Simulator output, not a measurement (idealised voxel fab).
This is a process module. Its name is voxel transistor to metal.
We display cut, a cross-section 215 nm in width whose square cells are each 5 nm.
This document writes a cross-section as a grid whose cells are square, and gives it as bands, listed from the top down; one or more rows of cells form a band. Each band's line starts with the height of the band's top and of its bottom, in nm. Then come its materials from left to right, each with its width in nm. One material with "full width" fills the band from edge to edge. "blank" is empty space. The reference from which all heights are counted is 0, the level beneath which the as-received wafer is entirely one material; the lowest band, having no lower bound, proceeds downward and is written after the example "z 0 and below". Note: "30->40" means the width goes from the first number (top row of the band) to the second number (bottom row) in equal steps per row of cells. Basically "nothing got changed" means that step didn't change any cell in the cross-section. Any empty space of 8 cells or more lacking an open way to the top shows up in "Closed void list" as width x height at distance, distance from the left edge, in nm. Read whatever lies past the settings on a step's line as the simulator's own remark about the step. Regarding "overlay nm": on a step with a mask, it is the distance the mask lay to the right of its planned place; a negative value places it to the left.

# Process steps - plan
- 1: RECEIVE (material Si)
- 2: CONFORMAL_DEP (material SiO2; thk nm 5)
- 3: CONFORMAL_DEP (material SiN; thk nm 15)
- 4: MASKED_ETCH (tone cover; mask id ACTIVE; width nm 100; etch materials SiN; depth nm 15; overlay nm 0)
- 5: MASKED_ETCH (tone cover; mask id ACTIVE; width nm 100; etch materials SiO2; depth nm 5; overlay nm 0)
- 6: MASKED_ETCH (tone cover; mask id ACTIVE; width nm 100; etch materials Si; depth nm 20; overlay nm 0)
- 7: OXIDIZE (depth nm 5)
- 8: FILL_DEP (material SiO2; thk nm 10)
- 9: CMP (height nm 20)
- 10: SELECTIVE_ETCH (etch materials SiO2; depth nm 10)
- 11: STRIP (etch materials SiN)
- 12: SELECTIVE_ETCH (etch materials SiO2; depth nm 5)
- 13: OXIDIZE (depth nm 5)
- 14: DIRECTIONAL_DEP (material polySi; thk nm 30)
- 15: DIRECTIONAL_DEP (material SiCN; thk nm 15)
- 16: DIRECTIONAL_DEP (material aC; thk nm 10)
- 17: PATTERN (tone cover; mask id GATE; material resist; width nm 20; thk nm 25; overlay nm 0)
- 18: DIRECTIONAL_ETCH (etch materials aC; depth nm 10)
- 19: STRIP (etch materials resist)
- 20: DIRECTIONAL_ETCH (etch materials SiCN; depth nm 25)
- 21: DIRECTIONAL_ETCH (etch materials polySi; depth nm 40)
- 22: STRIP (etch materials aC)
- 23: CONFORMAL_DEP (material SiO2; thk nm 5)
- 24: DIRECTIONAL_ETCH (etch materials SiO2; depth nm 5)
- 25: CONFORMAL_DEP (material SiN; thk nm 10)
- 26: DIRECTIONAL_ETCH (etch materials SiN; depth nm 10)
- 27: DIRECTIONAL_ETCH (etch materials SiO2; depth nm 5)
- 28: EPI (material SiGe; thk nm 5)
- 29: FILL_DEP (material SiO2; thk nm 10)
- 30: CMP (height nm 45)
- 31: DIRECTIONAL_DEP (material SiO2; thk nm 15)
- 32: DIRECTIONAL_DEP (material aC; thk nm 10)
- 33: PATTERN (tone open; mask id CONTACT; material resist; width nm 30; pitch nm 60; thk nm 30; overlay nm 0)
- 34: DIRECTIONAL_ETCH (etch materials aC; depth nm 10)
- 35: STRIP (etch materials resist)
- 36: DIRECTIONAL_ETCH (etch materials SiO2; depth nm 60)
- 37: STRIP (etch materials aC)
- 38: CONFORMAL_DEP (material TiN; thk nm 5)
- 39: FILL_DEP (material Ru; thk nm 5)
- 40: CMP (height nm 60)
- 41: DIRECTIONAL_DEP (material TiN; thk nm 5)
- 42: DIRECTIONAL_DEP (material Ru; thk nm 15)
- 43: MASKED_ETCH (tone cover; mask id METAL_1; width nm 20; pitch nm 70; etch materials Ru; depth nm 15; overlay nm 0)
- 44: MASKED_ETCH (tone cover; mask id METAL_1; width nm 20; pitch nm 70; etch materials TiN; depth nm 5; overlay nm 0)
- 45: CONFORMAL_DEP (material SiN; thk nm 5)
- 46: FILL_DEP (material lowk; thk nm 5)
- 47: CMP (height nm 80)
- 48: CONFORMAL_DEP (material SiCN; thk nm 5)
- 49: DIRECTIONAL_DEP (material SiO2; thk nm 25)
- 50: MASKED_ETCH (tone open; mask id METAL_2; width nm 20; pitch nm 70; etch materials SiO2; depth nm 15; overlay nm 0)
- 51: MASKED_ETCH (tone open; mask id METAL_2_HOLES; width nm 15; pitch nm 70; etch materials SiO2; depth nm 10; overlay nm 0)
- 52: MASKED_ETCH (tone open; mask id METAL_2_HOLES; width nm 15; pitch nm 70; etch materials SiCN; depth nm 5; overlay nm 0)
- 53: CONFORMAL_DEP (material TiN; thk nm 5)
- 54: FILL_DEP (material Cu; thk nm 5)
- 55: CMP (height nm 110)
- 56: CONFORMAL_DEP (material SiCN; thk nm 5)

# This is the cross-section of the wafer as we received it, i.e. after step 1
z 0 and below  Si full width
Closed void list: none

# Same starting wafer, same plan as above, one mistake in the execution; this is the cross-section at the end of the module
z 115 to 110  SiCN full width
z 110 to 100  SiO2 60 nm / TiN 5 nm / Cu 10 nm / TiN 5 nm / SiO2 50 nm / TiN 5 nm / Cu 10 nm / TiN 5 nm / SiO2 65 nm
z 100 to 95  SiO2 60 nm / TiN 5 nm / Cu 5 nm / TiN 10 nm / SiO2 50 nm / TiN 5 nm / Cu 5 nm / TiN 10 nm / SiO2 65 nm
z 95 to 85  SiO2 60 nm / TiN 5 nm / Cu 5 nm / TiN 5 nm / SiO2 55 nm / TiN 5 nm / Cu 5 nm / TiN 5 nm / SiO2 70 nm
z 85 to 80  SiCN 60 nm / TiN 15 nm / SiCN 55 nm / TiN 15 nm / SiCN 70 nm
z 80 to 65  lowk 55 nm / SiN 5 nm / Ru 20 nm / SiN 5 nm / lowk 40 nm / SiN 5 nm / Ru 20 nm / SiN 5 nm / lowk 60 nm
z 65 to 60  SiN 60 nm / TiN 20 nm / SiN 50 nm / TiN 20 nm / SiN 65 nm
z 60 to 50  SiO2 60 nm / TiN 5 nm / Ru 20 nm / TiN 5 nm / SiO2 30 nm / TiN 5 nm / Ru 20 nm / TiN 5 nm / SiO2 65 nm
z 50 to 45  SiO2 60 nm / TiN 5 nm / Ru 5 nm / TiN 20 nm / SiO2 30 nm / TiN 20 nm / Ru 5 nm / TiN 5 nm / SiO2 65 nm
z 45 to 30  SiO2 60 nm / TiN 5 nm / Ru 5 nm / TiN 5 nm / SiN 10 nm / TiN 5 nm / SiCN 30 nm / TiN 5 nm / SiN 10 nm / TiN 5 nm / Ru 5 nm / TiN 5 nm / SiO2 65 nm
z 30 to 10  SiO2 60 nm / TiN 5 nm / Ru 5 nm / TiN 5 nm / SiN 10 nm / TiN 5 nm / polySi 30 nm / TiN 5 nm / SiN 10 nm / TiN 5 nm / Ru 5 nm / TiN 5 nm / SiO2 65 nm
z 10 to 5  SiO2 60 nm / TiN 15 nm / SiN 10 nm / TiN 5 nm / polySi 30 nm / TiN 5 nm / SiN 10 nm / TiN 15 nm / SiO2 65 nm
z 5 to 0  SiO2 55 nm / SiN 10 nm / TiN 10 nm / SiN 10 nm / TiN 5 nm / polySi 30 nm / TiN 5 nm / SiN 10 nm / TiN 10 nm / SiN 10 nm / SiO2 60 nm
z 0 to -5  SiO2 65 nm / SiGe 10 nm / SiO2 60 nm / SiGe 10 nm / SiO2 70 nm
z -5 to -25  SiO2 60 nm / Si 90 nm / SiO2 65 nm
z -25 and below  Si full width
Closed void list: none
Where did the run depart from the plan? step 17 did not use the planned setting and instead ran as PATTERN (tone cover; mask id GATE; material resist; width nm 30; thk nm 25; overlay nm 0)
